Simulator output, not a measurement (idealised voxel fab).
process module | voxel self aligned contacts
cross-section cut | 285 nm wide | cells 5 nm
A cross-section is a grid of square cells, given in bands from the top down. A band is one or more rows of cells.
Each band's line starts with the height of the band's top and of its bottom, in nm. Then come its materials from left to right, each with its width in nm. One material with "throughout" fills the band from edge to edge. "air" is empty space.
Height 0 is the level under which the wafer as received is all one material. The lowest band goes on downwards, as in "0 down".
A width such as "30 to 40" changes by the same amount from each row of cells to the next, from the band's top row to its bottom row.
"no change" after a step means that no cell of the cross-section changed.
closed voids: empty space of 8 cells or more with no open way to the top, each as width x height at its distance from the left edge, in nm
after a step's settings: what the simulator itself notes on the step
overlay nm, on a step with a mask: how far to the right of its planned place the mask lay; to the left if negative
plan
1 op RECEIVE | material Si
2 op OXIDIZE | depth nm 5
3 op DIRECTIONAL_DEP | material polySi | thk nm 20
4 op DIRECTIONAL_DEP | material SiN | thk nm 20
5 op MASKED_ETCH | tone cover | mask id GATE | width nm 30 | pitch nm 60 | etch materials SiN | depth nm 20 | overlay nm 0
6 op MASKED_ETCH | tone cover | mask id GATE | width nm 20 | pitch nm 60 | etch materials polySi | depth nm 20 | overlay nm 0
7 op CONFORMAL_DEP | material SiN | thk nm 5
8 op DIRECTIONAL_ETCH | etch materials SiN | depth nm 5
9 op FILL_DEP | material SiO2 | thk nm 15
10 op CMP | height nm 45
11 op MASKED_ETCH | tone open | mask id CONTACT | width nm 40 | etch materials SiO2 | depth nm 50 | overlay nm 0
12 op CONFORMAL_DEP | material TiN | thk nm 5
13 op FILL_DEP | material W | thk nm 10
14 op CMP | height nm 45
15 op CONFORMAL_DEP | material SiN | thk nm 5
varied across the wafers: width nm of step 6. The plan shows the first wafer's value. All wafers start alike
first wafer as received, after step 1
  0 down: Si throughout
  closed voids: none
each wafer at the end: cells of each material gained (+) or lost (-) since it was received, then its closed voids
width nm 20 | -57 Si | +137 SiN | +398 SiO2 | +26 TiN | +18 W | +48 polySi | closed voids: none
width nm 25 | -57 Si | +137 SiN | +398 SiO2 | +26 TiN | +18 W | +48 polySi | closed voids: none
width nm 30 | -57 Si | +137 SiN | +398 SiO2 | +26 TiN | +18 W | +48 polySi | closed voids: none
width nm 35 | -57 Si | +137 SiN | +395 SiO2 | +26 TiN | +13 W | +56 polySi | closed voids: none
width nm 40 | -57 Si | +137 SiN | +392 SiO2 | +26 TiN | +8 W | +64 polySi | closed voids: none
width nm 45 | -57 Si | +137 SiN | +389 SiO2 | +21 TiN | +8 W | +72 polySi | closed voids: none
